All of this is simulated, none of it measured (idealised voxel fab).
Process module name: voxel transistor to metal
Section shown: cut. Width: 205 nm. Cell size: 5 nm, square.
A cross-section in this document is a grid of square cells, and it is written down as bands, the top band listed before the ones below it; a band is made up of one or more rows of cells.
Band: top height; bottom height; in nm. Then, left to right: material with width in nm, for each material. "all across": a single material spanning edge to edge. "air": empty space.
Below 0: as-received wafer, all one material; heights counted from there. Lowest band: no bottom, goes on down, written "0 and below".
The expression "30->40" gives the width at the extremes of the band, the first number at its top row of cells and the second at its bottom row, with the width changing by equal amounts from each row to the next in between.
"remains unaltered" (step): cross-section cells unchanged, all of them.
The entry "Cavities, closed" lists the empty spaces that cover at least 8 cells and have no open path to the top. Each is written as width x height at distance, where the distance is measured from the left edge and all three values are in nm.
Read whatever lies past the settings on a step's line as the simulator's own remark about the step.
Among the settings permitted on a step's line is "overlay nm"; applied to a step with a mask, it specifies the extent to which the mask lay to the right of its planned position, whereas a negative figure signifies a position to the left.
Before/after cross-section pairs, one process step each; after shown to lowest changed band; step and settings beneath. Pairs may be from different runs of this module on the same starting wafer; a pair continues from the one above only where its "Before processing step" entry says so.
-- Before processing step
45 down to 35: 95 nm air / 15 nm aC / 95 nm air
35 down to 30: 95 nm air / 15 nm SiCN / 95 nm air
30 down to 20: 40 nm polySi / 55 nm air / 15 nm SiCN / 55 nm air / 40 nm polySi
20 down to 15: 40 nm polySi / 10 nm air / 105 nm polySi / 10 nm air / 40 nm polySi
15 down to 10: polySi all across
10 down to 0: 40 nm SiO2 / 125 nm polySi / 40 nm SiO2
0 down to -5: 40 nm SiO2 / 10 nm polySi / 105 nm SiO2 / 10 nm polySi / 40 nm SiO2
-5 down to -10: 55 nm SiO2 / 95 nm Si / 55 nm SiO2
-10 down to -35: 50 nm SiO2 / 105 nm Si / 50 nm SiO2
-35 and below: Si all across
Cavities, closed: none
-- Post-Process Section
45 down to 35: 95 nm air / 15 nm aC / 95 nm air
35 down to 20: 95 nm air / 15 nm SiCN / 95 nm air
20 down to 10: 95 nm air / 15 nm polySi / 95 nm air
10 down to 0: 40 nm SiO2 / 55 nm air / 15 nm polySi / 55 nm air / 40 nm SiO2
0 down to -5: 40 nm SiO2 / 10 nm air / 105 nm SiO2 / 10 nm air / 40 nm SiO2
below -5: unchanged
Cavities, closed: none
So what happened between those two cross-sections up there? DIRECTIONAL_ETCH (etch materials polySi; depth nm 30)
Before processing step: after-step cross-section of the pair just above applies.
-- Post-Process Section
35 down to 20: 95 nm air / 15 nm SiCN / 95 nm air
below 20: unchanged
Cavities, closed: none
So what happened between those two cross-sections up there? STRIP (etch materials aC)
Before processing step: after-step cross-section of the pair just above applies.
-- Post-Process Section
40 down to 35: 90 nm air / 25 nm SiO2 / 90 nm air
35 down to 20: 90 nm air / 5 nm SiO2 / 15 nm SiCN / 5 nm SiO2 / 90 nm air
20 down to 15: 90 nm air / 5 nm SiO2 / 15 nm polySi / 5 nm SiO2 / 90 nm air
15 down to 5: 45 nm SiO2 / 45 nm air / 5 nm SiO2 / 15 nm polySi / 5 nm SiO2 / 45 nm air / 45 nm SiO2
5 down to 0: 95 nm SiO2 / 15 nm polySi / 95 nm SiO2
0 down to -5: SiO2 all across
below -5: unchanged
Cavities, closed: none
So what happened between those two cross-sections up there? CONFORMAL_DEP (material SiO2; thk nm 5)
Before processing step: after-step cross-section of the pair just above applies.
-- Post-Process Section
35 down to 20: 90 nm air / 5 nm SiO2 / 15 nm SiCN / 5 nm SiO2 / 90 nm air
20 down to 10: 90 nm air / 5 nm SiO2 / 15 nm polySi / 5 nm SiO2 / 90 nm air
10 down to 0: 45 nm SiO2 / 45 nm air / 5 nm SiO2 / 15 nm polySi / 5 nm SiO2 / 45 nm air / 45 nm SiO2
below 0: unchanged
Cavities, closed: none
So what happened between those two cross-sections up there? DIRECTIONAL_ETCH (etch materials SiO2; depth nm 5)
Before processing step: after-step cross-section of the pair just above applies.
-- Post-Process Section
40 down to 35: 85 nm air / 35 nm SiN / 85 nm air
35 down to 20: 85 nm air / 5 nm SiN / 5 nm SiO2 / 15 nm SiCN / 5 nm SiO2 / 5 nm SiN / 85 nm air
20 down to 15: 85 nm air / 5 nm SiN / 5 nm SiO2 / 15 nm polySi / 5 nm SiO2 / 5 nm SiN / 85 nm air
15 down to 10: 50 nm SiN / 35 nm air / 5 nm SiN / 5 nm SiO2 / 15 nm polySi / 5 nm SiO2 / 5 nm SiN / 35 nm air / 50 nm SiN
10 down to 5: 45 nm SiO2 / 5 nm SiN / 35 nm air / 5 nm SiN / 5 nm SiO2 / 15 nm polySi / 5 nm SiO2 / 5 nm SiN / 35 nm air / 5 nm SiN / 45 nm SiO2
5 down to 0: 45 nm SiO2 / 45 nm SiN / 5 nm SiO2 / 15 nm polySi / 5 nm SiO2 / 45 nm SiN / 45 nm SiO2
below 0: unchanged
Cavities, closed: none
So what happened between those two cross-sections up there? CONFORMAL_DEP (material SiN; thk nm 5)
Before processing step: after-step cross-section of the pair just above applies.
-- Post-Process Section
35 down to 20: 85 nm air / 5 nm SiN / 5 nm SiO2 / 15 nm SiCN / 5 nm SiO2 / 5 nm SiN / 85 nm air
20 down to 10: 85 nm air / 5 nm SiN / 5 nm SiO2 / 15 nm polySi / 5 nm SiO2 / 5 nm SiN / 85 nm air
10 down to 0: 45 nm SiO2 / 5 nm SiN / 35 nm air / 5 nm SiN / 5 nm SiO2 / 15 nm polySi / 5 nm SiO2 / 5 nm SiN / 35 nm air / 5 nm SiN / 45 nm SiO2
below 0: unchanged
Cavities, closed: none
So what happened between those two cross-sections up there? DIRECTIONAL_ETCH (etch materials SiN; depth nm 5)
Before processing step: after-step cross-section of the pair just above applies.
-- Post-Process Section
35 down to 30: 85 nm air / 5 nm SiN / 5 nm air / 15 nm SiCN / 5 nm air / 5 nm SiN / 85 nm air
30 down to 20: 85 nm air / 5 nm SiN / 5 nm SiO2 / 15 nm SiCN / 5 nm SiO2 / 5 nm SiN / 85 nm air
20 down to 10: 85 nm air / 5 nm SiN / 5 nm SiO2 / 15 nm polySi / 5 nm SiO2 / 5 nm SiN / 85 nm air
10 down to 5: 45 nm air / 5 nm SiN / 35 nm air / 5 nm SiN / 5 nm SiO2 / 15 nm polySi / 5 nm SiO2 / 5 nm SiN / 35 nm air / 5 nm SiN / 45 nm air
5 down to 0: 45 nm SiO2 / 5 nm SiN / 35 nm air / 5 nm SiN / 5 nm SiO2 / 15 nm polySi / 5 nm SiO2 / 5 nm SiN / 35 nm air / 5 nm SiN / 45 nm SiO2
0 down to -5: 50 nm SiO2 / 35 nm air / 35 nm SiO2 / 35 nm air / 50 nm SiO2
below -5: unchanged
Cavities, closed: none
So what happened between those two cross-sections up there? DIRECTIONAL_ETCH (etch materials SiO2; depth nm 5)
Before processing step: after-step cross-section of the pair just above applies.
-- Post-Process Section
35 down to 30: 85 nm air / 5 nm SiN / 5 nm air / 15 nm SiCN / 5 nm air / 5 nm SiN / 85 nm air
30 down to 20: 85 nm air / 5 nm SiN / 5 nm SiO2 / 15 nm SiCN / 5 nm SiO2 / 5 nm SiN / 85 nm air
20 down to 10: 85 nm air / 5 nm SiN / 5 nm SiO2 / 15 nm polySi / 5 nm SiO2 / 5 nm SiN / 85 nm air
10 down to 5: 45 nm air / 5 nm SiN / 35 nm air / 5 nm SiN / 5 nm SiO2 / 15 nm polySi / 5 nm SiO2 / 5 nm SiN / 35 nm air / 5 nm SiN / 45 nm air
5 down to 0: 45 nm SiO2 / 5 nm SiN / 35 nm air / 5 nm SiN / 5 nm SiO2 / 15 nm polySi / 5 nm SiO2 / 5 nm SiN / 35 nm air / 5 nm SiN / 45 nm SiO2
0 down to -5: 50 nm SiO2 / 35 nm air / 35 nm SiO2 / 35 nm air / 50 nm SiO2
-5 down to -10: 55 nm SiO2 / 30 nm air / 35 nm Si / 30 nm air / 55 nm SiO2
-10 down to -20: 50 nm SiO2 / 5 nm Si / 30 nm air / 35 nm Si / 30 nm air / 5 nm Si / 50 nm SiO2
below -20: unchanged
Cavities, closed: none
So what happened between those two cross-sections up there? DIRECTIONAL_ETCH (etch materials Si; depth nm 15)
Before processing step: after-step cross-section of the pair just above applies.
-- Post-Process Section
35 down to 30: 85 nm air / 5 nm SiN / 5 nm air / 15 nm SiCN / 5 nm air / 5 nm SiN / 85 nm air
30 down to 20: 85 nm air / 5 nm SiN / 5 nm SiO2 / 15 nm SiCN / 5 nm SiO2 / 5 nm SiN / 85 nm air
20 down to 10: 85 nm air / 5 nm SiN / 5 nm SiO2 / 15 nm polySi / 5 nm SiO2 / 5 nm SiN / 85 nm air
10 down to 5: 45 nm air / 5 nm SiN / 20 nm air / 15 nm nSi / 5 nm SiN / 5 nm SiO2 / 15 nm polySi / 5 nm SiO2 / 5 nm SiN / 15 nm nSi / 20 nm air / 5 nm SiN / 45 nm air
5 down to 0: 45 nm SiO2 / 5 nm SiN / 35 nm nSi / 5 nm SiN / 5 nm SiO2 / 15 nm polySi / 5 nm SiO2 / 5 nm SiN / 35 nm nSi / 5 nm SiN / 45 nm SiO2
0 down to -5: 50 nm SiO2 / 35 nm nSi / 35 nm SiO2 / 35 nm nSi / 50 nm SiO2
-5 down to -10: 55 nm SiO2 / 30 nm nSi / 35 nm Si / 30 nm nSi / 55 nm SiO2
-10 down to -20: 50 nm SiO2 / 5 nm Si / 30 nm nSi / 35 nm Si / 30 nm nSi / 5 nm Si / 50 nm SiO2
below -20: unchanged
Cavities, closed: none
So what happened between those two cross-sections up there? EPI (material nSi; thk nm 15)
Before processing step: after-step cross-section of the pair just above applies.
-- Post-Process Section
40 down to 35: SiO2 all across
35 down to 20: 85 nm SiO2 / 5 nm SiN / 5 nm SiO2 / 15 nm SiCN / 5 nm SiO2 / 5 nm SiN / 85 nm SiO2
20 down to 10: 85 nm SiO2 / 5 nm SiN / 5 nm SiO2 / 15 nm polySi / 5 nm SiO2 / 5 nm SiN / 85 nm SiO2
10 down to 5: 45 nm SiO2 / 5 nm SiN / 20 nm SiO2 / 15 nm nSi / 5 nm SiN / 5 nm SiO2 / 15 nm polySi / 5 nm SiO2 / 5 nm SiN / 15 nm nSi / 20 nm SiO2 / 5 nm SiN / 45 nm SiO2
below 5: unchanged
Cavities, closed: none
So what happened between those two cross-sections up there? FILL_DEP (material SiO2; thk nm 5)
Before processing step: after-step cross-section of the pair just above applies.
-- Post-Process Section
35 down to 20: 85 nm SiO2 / 5 nm SiN / 5 nm SiO2 / 15 nm SiCN / 5 nm SiO2 / 5 nm SiN / 85 nm SiO2
below 20: unchanged
Cavities, closed: none
So what happened between those two cross-sections up there? CMP (height nm 35)
Before processing step: after-step cross-section of the pair just above applies.
-- Post-Process Section
50 down to 35: SiO2 all across
below 35: unchanged
Cavities, closed: none
So what happened between those two cross-sections up there? DIRECTIONAL_DEP (material SiO2; thk nm 15)
Before processing step: after-step cross-section of the pair just above applies.
-- Post-Process Section
65 down to 50: aC all across
below 50: unchanged
Cavities, closed: none
So what happened between those two cross-sections up there? DIRECTIONAL_DEP (material aC; thk nm 15)
Before processing step: after-step cross-section of the pair just above applies.
-- Post-Process Section
95 down to 65: 55 nm resist / 35 nm air / 25 nm resist / 35 nm air / 55 nm resist
below 65: unchanged
Cavities, closed: none
So what happened between those two cross-sections up there? PATTERN (tone open; mask id CONTACT; material resist; width nm 35; pitch nm 60; thk nm 30; overlay nm 0)
Before processing step: after-step cross-section of the pair just above applies.
-- Post-Process Section
80 down to 65: 55 nm resist / 35 nm air / 25 nm resist / 35 nm air / 55 nm resist
65 down to 50: 55 nm aC / 35 nm air / 25 nm aC / 35 nm air / 55 nm aC
below 50: unchanged
Cavities, closed: none
So what happened between those two cross-sections up there? DIRECTIONAL_ETCH (etch materials aC; depth nm 15)
Before processing step: after-step cross-section of the pair just above applies.
-- Post-Process Section
65 down to 50: 55 nm aC / 35 nm air / 25 nm aC / 35 nm air / 55 nm aC
below 50: unchanged
Cavities, closed: none
So what happened between those two cross-sections up there? STRIP (etch materials resist)
Before processing step: after-step cross-section of the pair just above applies.
-- Post-Process Section
65 down to 50: 55 nm aC / 35 nm air / 25 nm aC / 35 nm air / 55 nm aC
50 down to 35: 55 nm SiO2 / 35 nm air / 25 nm SiO2 / 35 nm air / 55 nm SiO2
35 down to 20: 55 nm SiO2 / 30 nm air / 5 nm SiN / 5 nm SiO2 / 15 nm SiCN / 5 nm SiO2 / 5 nm SiN / 30 nm air / 55 nm SiO2
20 down to 10: 55 nm SiO2 / 30 nm air / 5 nm SiN / 5 nm SiO2 / 15 nm polySi / 5 nm SiO2 / 5 nm SiN / 30 nm air / 55 nm SiO2
below 10: unchanged
Cavities, closed: none
So what happened between those two cross-sections up there? DIRECTIONAL_ETCH (etch materials SiO2; depth nm 40)
Before processing step: after-step cross-section of the pair just above applies.
-- Post-Process Section
50 down to 35: 55 nm SiO2 / 35 nm air / 25 nm SiO2 / 35 nm air / 55 nm SiO2
below 35: unchanged
Cavities, closed: none
So what happened between those two cross-sections up there? STRIP (etch materials aC)
Before processing step: after-step cross-section of the pair just above applies.
-- Post-Process Section
55 down to 50: 60 nm TiN / 25 nm air / 35 nm TiN / 25 nm air / 60 nm TiN
50 down to 40: 55 nm SiO2 / 5 nm TiN / 25 nm air / 5 nm TiN / 25 nm SiO2 / 5 nm TiN / 25 nm air / 5 nm TiN / 55 nm SiO2
40 down to 35: 55 nm SiO2 / 5 nm TiN / 20 nm air / 10 nm TiN / 25 nm SiO2 / 10 nm TiN / 20 nm air / 5 nm TiN / 55 nm SiO2
35 down to 20: 55 nm SiO2 / 5 nm TiN / 20 nm air / 5 nm TiN / 5 nm SiN / 5 nm SiO2 / 15 nm SiCN / 5 nm SiO2 / 5 nm SiN / 5 nm TiN / 20 nm air / 5 nm TiN / 55 nm SiO2
20 down to 15: 55 nm SiO2 / 5 nm TiN / 20 nm air / 5 nm TiN / 5 nm SiN / 5 nm SiO2 / 15 nm polySi / 5 nm SiO2 / 5 nm SiN / 5 nm TiN / 20 nm air / 5 nm TiN / 55 nm SiO2
15 down to 10: 55 nm SiO2 / 30 nm TiN / 5 nm SiN / 5 nm SiO2 / 15 nm polySi / 5 nm SiO2 / 5 nm SiN / 30 nm TiN / 55 nm SiO2
below 10: unchanged
Cavities, closed: none
So what happened between those two cross-sections up there? CONFORMAL_DEP (material TiN; thk nm 5)
Before processing step: after-step cross-section of the pair just above applies.
-- Post-Process Section
65 down to 55: Ru all across
55 down to 50: 60 nm TiN / 25 nm Ru / 35 nm TiN / 25 nm Ru / 60 nm TiN
50 down to 40: 55 nm SiO2 / 5 nm TiN / 25 nm Ru / 5 nm TiN / 25 nm SiO2 / 5 nm TiN / 25 nm Ru / 5 nm TiN / 55 nm SiO2
40 down to 35: 55 nm SiO2 / 5 nm TiN / 20 nm Ru / 10 nm TiN / 25 nm SiO2 / 10 nm TiN / 20 nm Ru / 5 nm TiN / 55 nm SiO2
35 down to 20: 55 nm SiO2 / 5 nm TiN / 20 nm Ru / 5 nm TiN / 5 nm SiN / 5 nm SiO2 / 15 nm SiCN / 5 nm SiO2 / 5 nm SiN / 5 nm TiN / 20 nm Ru / 5 nm TiN / 55 nm SiO2
20 down to 15: 55 nm SiO2 / 5 nm TiN / 20 nm Ru / 5 nm TiN / 5 nm SiN / 5 nm SiO2 / 15 nm polySi / 5 nm SiO2 / 5 nm SiN / 5 nm TiN / 20 nm Ru / 5 nm TiN / 55 nm SiO2
below 15: unchanged
Cavities, closed: none
So what happened between those two cross-sections up there? FILL_DEP (material Ru; thk nm 10)
Before processing step: after-step cross-section of the pair just above applies.
-- Post-Process Section
50 down to 40: 55 nm SiO2 / 5 nm TiN / 25 nm Ru / 5 nm TiN / 25 nm SiO2 / 5 nm TiN / 25 nm Ru / 5 nm TiN / 55 nm SiO2
below 40: unchanged
Cavities, closed: none
So what happened between those two cross-sections up there? CMP (height nm 50)
Before processing step: after-step cross-section of the pair just above applies.
-- Post-Process Section
55 down to 50: TiN all across
below 50: unchanged
Cavities, closed: none
So what happened between those two cross-sections up there? DIRECTIONAL_DEP (material TiN; thk nm 5)
Before processing step: after-step cross-section of the pair just above applies.
-- Post-Process Section
70 down to 55: W all across
below 55: unchanged
Cavities, closed: none
So what happened between those two cross-sections up there? DIRECTIONAL_DEP (material W; thk nm 15)
Before processing step: after-step cross-section of the pair just above applies.
-- Post-Process Section
85 down to 70: 55 nm air / 20 nm resist / 55 nm air / 20 nm resist / 55 nm air
below 70: unchanged
Cavities, closed: none
So what happened between those two cross-sections up there? PATTERN (tone cover; mask id METAL_1; material resist; width nm 20; pitch nm 75; thk nm 15; overlay nm 0)
Before processing step: after-step cross-section of the pair just above applies.
-- Post-Process Section
85 down to 70: 55 nm air / 20 nm resist / 55 nm air / 20 nm resist / 55 nm air
70 down to 55: 55 nm air / 20 nm W / 55 nm air / 20 nm W / 55 nm air
below 55: unchanged
Cavities, closed: none
So what happened between those two cross-sections up there? DIRECTIONAL_ETCH (etch materials W; depth nm 15)
Before processing step: after-step cross-section of the pair just above applies.
-- Post-Process Section
85 down to 70: 55 nm air / 20 nm resist / 55 nm air / 20 nm resist / 55 nm air
70 down to 55: 55 nm air / 20 nm W / 55 nm air / 20 nm W / 55 nm air
55 down to 50: 55 nm air / 20 nm TiN / 55 nm air / 20 nm TiN / 55 nm air
below 50: unchanged
Cavities, closed: none
So what happened between those two cross-sections up there? DIRECTIONAL_ETCH (etch materials TiN; depth nm 5)
Before processing step: after-step cross-section of the pair just above applies.
-- Post-Process Section
70 down to 55: 55 nm air / 20 nm W / 55 nm air / 20 nm W / 55 nm air
below 55: unchanged
Cavities, closed: none
So what happened between those two cross-sections up there? STRIP (etch materials resist)
Before processing step: after-step cross-section of the pair just above applies.
-- Post-Process Section
75 down to 70: lowk all across
70 down to 55: 55 nm lowk / 20 nm W / 55 nm lowk / 20 nm W / 55 nm lowk
55 down to 50: 55 nm lowk / 20 nm TiN / 55 nm lowk / 20 nm TiN / 55 nm lowk
below 50: unchanged
Cavities, closed: none
So what happened between those two cross-sections up there? FILL_DEP (material lowk; thk nm 5)
Before processing step: after-step cross-section of the pair just above applies.
-- Post-Process Section
70 down to 55: 55 nm lowk / 20 nm W / 55 nm lowk / 20 nm W / 55 nm lowk
below 55: unchanged
Cavities, closed: none
So what happened between those two cross-sections up there? CMP (height nm 70)
Before processing step: after-step cross-section of the pair just above applies.
-- Post-Process Section
75 down to 70: SiN all across
below 70: unchanged
Cavities, closed: none
So what happened between those two cross-sections up there? CONFORMAL_DEP (material SiN; thk nm 5)
-- Before processing step
20 down to 5: 50 nm air / 105 nm SiN / 50 nm air
5 down to 0: 50 nm air / 105 nm SiO2 / 50 nm air
0 and below: Si all across
Cavities, closed: none
-- Post-Process Section
20 down to 5: 50 nm air / 105 nm SiN / 50 nm air
5 down to 0: 50 nm air / 105 nm SiO2 / 50 nm air
0 down to -25: 50 nm air / 105 nm Si / 50 nm air
below -25: unchanged
Cavities, closed: none
So what happened between those two cross-sections up there? MASKED_ETCH (tone cover; mask id ACTIVE; width nm 105; etch materials Si; depth nm 25; overlay nm 0)
Before processing step: after-step cross-section of the pair just above applies.
-- Post-Process Section
35 down to 20: SiO2 all across
20 down to 5: 50 nm SiO2 / 105 nm SiN / 50 nm SiO2
5 down to 0: SiO2 all across
0 down to -25: 50 nm SiO2 / 105 nm Si / 50 nm SiO2
below -25: unchanged
Cavities, closed: none
So what happened between those two cross-sections up there? FILL_DEP (material SiO2; thk nm 15)
Before processing step: after-step cross-section of the pair just above applies.
-- Post-Process Section
20 down to 5: 50 nm SiO2 / 105 nm SiN / 50 nm SiO2
below 5: unchanged
Cavities, closed: none
So what happened between those two cross-sections up there? CMP (height nm 20)
Before processing step: after-step cross-section of the pair just above applies.
-- Post-Process Section
20 down to 15: 50 nm air / 105 nm SiN / 50 nm air
below 15: unchanged
Cavities, closed: none
So what happened between those two cross-sections up there? SELECTIVE_ETCH (etch materials SiO2; depth nm 5)
Before processing step: after-step cross-section of the pair just above applies.
-- Post-Process Section
15 down to 5: 50 nm SiO2 / 105 nm air / 50 nm SiO2
below 5: unchanged
Cavities, closed: none
So what happened between those two cross-sections up there? STRIP (etch materials SiN)
Before processing step: after-step cross-section of the pair just above applies.
-- Post-Process Section
10 down to 0: 45 nm SiO2 / 115 nm air / 45 nm SiO2
below 0: unchanged
Cavities, closed: none
So what happened between those two cross-sections up there? SELECTIVE_ETCH (etch materials SiO2; depth nm 5)
Before processing step: after-step cross-section of the pair just above applies.
-- Post-Process Section
10 down to 0: 45 nm SiO2 / 115 nm air / 45 nm SiO2
0 down to -5: SiO2 all across
below -5: unchanged
Cavities, closed: none
So what happened between those two cross-sections up there? OXIDIZE (depth nm 5)
Before processing step: after-step cross-section of the pair just above applies.
-- Post-Process Section
30 down to 20: 45 nm polySi / 115 nm air / 45 nm polySi
20 down to 10: polySi all across
10 down to 0: 45 nm SiO2 / 115 nm polySi / 45 nm SiO2
below 0: unchanged
Cavities, closed: none
So what happened between those two cross-sections up there? DIRECTIONAL_DEP (material polySi; thk nm 20)
Before processing step: after-step cross-section of the pair just above applies.
-- Post-Process Section
45 down to 35: 45 nm SiCN / 115 nm air / 45 nm SiCN
35 down to 30: SiCN all across
30 down to 20: 45 nm polySi / 115 nm SiCN / 45 nm polySi
below 20: unchanged
Cavities, closed: none
So what happened between those two cross-sections up there? DIRECTIONAL_DEP (material SiCN; thk nm 15)
Before processing step: after-step cross-section of the pair just above applies.
-- Post-Process Section
55 down to 45: 45 nm aC / 115 nm air / 45 nm aC
45 down to 35: 45 nm SiCN / 115 nm aC / 45 nm SiCN
below 35: unchanged
Cavities, closed: none
So what happened between those two cross-sections up there? DIRECTIONAL_DEP (material aC; thk nm 10)
Before processing step: after-step cross-section of the pair just above applies.
-- Post-Process Section
85 down to 55: 95 nm air / 15 nm resist / 95 nm air
55 down to 45: 45 nm aC / 50 nm air / 15 nm resist / 50 nm air / 45 nm aC
below 45: unchanged
Cavities, closed: none
So what happened between those two cross-sections up there? PATTERN (tone cover; mask id GATE; material resist; width nm 15; thk nm 30; overlay nm 0)
Before processing step: after-step cross-section of the pair just above applies.
-- Post-Process Section
75 down to 45: 95 nm air / 15 nm resist / 95 nm air
45 down to 35: 45 nm SiCN / 50 nm air / 15 nm aC / 50 nm air / 45 nm SiCN
below 35: unchanged
Cavities, closed: none
So what happened between those two cross-sections up there? DIRECTIONAL_ETCH (etch materials aC; depth nm 10)
Before processing step: after-step cross-section of the pair just above applies.
-- Post-Process Section
45 down to 35: 45 nm SiCN / 50 nm air / 15 nm aC / 50 nm air / 45 nm SiCN
below 35: unchanged
Cavities, closed: none
So what happened between those two cross-sections up there? STRIP (etch materials resist)
Before processing step: after-step cross-section of the pair just above applies.
-- Post-Process Section
45 down to 35: 95 nm air / 15 nm aC / 95 nm air
35 down to 30: 95 nm air / 15 nm SiCN / 95 nm air
30 down to 20: 45 nm polySi / 50 nm air / 15 nm SiCN / 50 nm air / 45 nm polySi
below 20: unchanged
Cavities, closed: none
So what happened between those two cross-sections up there? DIRECTIONAL_ETCH (etch materials SiCN; depth nm 25)
Before processing step: after-step cross-section of the pair just above applies.
-- Post-Process Section
45 down to 35: 95 nm air / 15 nm aC / 95 nm air
35 down to 20: 95 nm air / 15 nm SiCN / 95 nm air
20 down to 10: 95 nm air / 15 nm polySi / 95 nm air
10 down to 0: 45 nm SiO2 / 50 nm air / 15 nm polySi / 50 nm air / 45 nm SiO2
below 0: unchanged
Cavities, closed: none
So what happened between those two cross-sections up there? DIRECTIONAL_ETCH (etch materials polySi; depth nm 30)
Before processing step: after-step cross-section of the pair just above applies.
-- Post-Process Section
35 down to 20: 95 nm air / 15 nm SiCN / 95 nm air
below 20: unchanged
Cavities, closed: none
So what happened between those two cross-sections up there? STRIP (etch materials aC)
Before processing step: after-step cross-section of the pair just above applies.
-- Post-Process Section
40 down to 35: 90 nm air / 25 nm SiO2 / 90 nm air
35 down to 20: 90 nm air / 5 nm SiO2 / 15 nm SiCN / 5 nm SiO2 / 90 nm air
20 down to 15: 90 nm air / 5 nm SiO2 / 15 nm polySi / 5 nm SiO2 / 90 nm air
15 down to 5: 50 nm SiO2 / 40 nm air / 5 nm SiO2 / 15 nm polySi / 5 nm SiO2 / 40 nm air / 50 nm SiO2
5 down to 0: 95 nm SiO2 / 15 nm polySi / 95 nm SiO2
below 0: unchanged
Cavities, closed: none
So what happened between those two cross-sections up there? CONFORMAL_DEP (material SiO2; thk nm 5)
Before processing step: after-step cross-section of the pair just above applies.
-- Post-Process Section
35 down to 20: 90 nm air / 5 nm SiO2 / 15 nm SiCN / 5 nm SiO2 / 90 nm air
20 down to 10: 90 nm air / 5 nm SiO2 / 15 nm polySi / 5 nm SiO2 / 90 nm air
10 down to 0: 50 nm SiO2 / 40 nm air / 5 nm SiO2 / 15 nm polySi / 5 nm SiO2 / 40 nm air / 50 nm SiO2
below 0: unchanged
Cavities, closed: none
So what happened between those two cross-sections up there? DIRECTIONAL_ETCH (etch materials SiO2; depth nm 5)
Before processing step: after-step cross-section of the pair just above applies.
-- Post-Process Section
40 down to 35: 85 nm air / 35 nm SiN / 85 nm air
35 down to 20: 85 nm air / 5 nm SiN / 5 nm SiO2 / 15 nm SiCN / 5 nm SiO2 / 5 nm SiN / 85 nm air
20 down to 15: 85 nm air / 5 nm SiN / 5 nm SiO2 / 15 nm polySi / 5 nm SiO2 / 5 nm SiN / 85 nm air
15 down to 10: 55 nm SiN / 30 nm air / 5 nm SiN / 5 nm SiO2 / 15 nm polySi / 5 nm SiO2 / 5 nm SiN / 30 nm air / 55 nm SiN
10 down to 5: 50 nm SiO2 / 5 nm SiN / 30 nm air / 5 nm SiN / 5 nm SiO2 / 15 nm polySi / 5 nm SiO2 / 5 nm SiN / 30 nm air / 5 nm SiN / 50 nm SiO2
5 down to 0: 50 nm SiO2 / 40 nm SiN / 5 nm SiO2 / 15 nm polySi / 5 nm SiO2 / 40 nm SiN / 50 nm SiO2
below 0: unchanged
Cavities, closed: none
So what happened between those two cross-sections up there? CONFORMAL_DEP (material SiN; thk nm 5)
Before processing step: after-step cross-section of the pair just above applies.
-- Post-Process Section
35 down to 20: 85 nm air / 5 nm SiN / 5 nm SiO2 / 15 nm SiCN / 5 nm SiO2 / 5 nm SiN / 85 nm air
20 down to 10: 85 nm air / 5 nm SiN / 5 nm SiO2 / 15 nm polySi / 5 nm SiO2 / 5 nm SiN / 85 nm air
10 down to 0: 50 nm SiO2 / 5 nm SiN / 30 nm air / 5 nm SiN / 5 nm SiO2 / 15 nm polySi / 5 nm SiO2 / 5 nm SiN / 30 nm air / 5 nm SiN / 50 nm SiO2
below 0: unchanged
Cavities, closed: none
So what happened between those two cross-sections up there? DIRECTIONAL_ETCH (etch materials SiN; depth nm 5)
Before processing step: after-step cross-section of the pair just above applies.
-- Post-Process Section
35 down to 30: 85 nm air / 5 nm SiN / 5 nm air / 15 nm SiCN / 5 nm air / 5 nm SiN / 85 nm air
30 down to 20: 85 nm air / 5 nm SiN / 5 nm SiO2 / 15 nm SiCN / 5 nm SiO2 / 5 nm SiN / 85 nm air
20 down to 10: 85 nm air / 5 nm SiN / 5 nm SiO2 / 15 nm polySi / 5 nm SiO2 / 5 nm SiN / 85 nm air
10 down to 5: 50 nm air / 5 nm SiN / 30 nm air / 5 nm SiN / 5 nm SiO2 / 15 nm polySi / 5 nm SiO2 / 5 nm SiN / 30 nm air / 5 nm SiN / 50 nm air
5 down to 0: 50 nm SiO2 / 5 nm SiN / 30 nm air / 5 nm SiN / 5 nm SiO2 / 15 nm polySi / 5 nm SiO2 / 5 nm SiN / 30 nm air / 5 nm SiN / 50 nm SiO2
0 down to -5: 55 nm SiO2 / 30 nm air / 35 nm SiO2 / 30 nm air / 55 nm SiO2
below -5: unchanged
Cavities, closed: none
So what happened between those two cross-sections up there? DIRECTIONAL_ETCH (etch materials SiO2; depth nm 5)
Before processing step: after-step cross-section of the pair just above applies.
-- Post-Process Section
35 down to 30: 85 nm air / 5 nm SiN / 5 nm air / 15 nm SiCN / 5 nm air / 5 nm SiN / 85 nm air
30 down to 20: 85 nm air / 5 nm SiN / 5 nm SiO2 / 15 nm SiCN / 5 nm SiO2 / 5 nm SiN / 85 nm air
20 down to 10: 85 nm air / 5 nm SiN / 5 nm SiO2 / 15 nm polySi / 5 nm SiO2 / 5 nm SiN / 85 nm air
10 down to 5: 50 nm air / 5 nm SiN / 30 nm air / 5 nm SiN / 5 nm SiO2 / 15 nm polySi / 5 nm SiO2 / 5 nm SiN / 30 nm air / 5 nm SiN / 50 nm air
5 down to 0: 50 nm SiO2 / 5 nm SiN / 30 nm air / 5 nm SiN / 5 nm SiO2 / 15 nm polySi / 5 nm SiO2 / 5 nm SiN / 30 nm air / 5 nm SiN / 50 nm SiO2
0 down to -5: 55 nm SiO2 / 30 nm air / 35 nm SiO2 / 30 nm air / 55 nm SiO2
-5 down to -20: 50 nm SiO2 / 5 nm Si / 30 nm air / 35 nm Si / 30 nm air / 5 nm Si / 50 nm SiO2
below -20: unchanged
Cavities, closed: none
So what happened between those two cross-sections up there? DIRECTIONAL_ETCH (etch materials Si; depth nm 15)
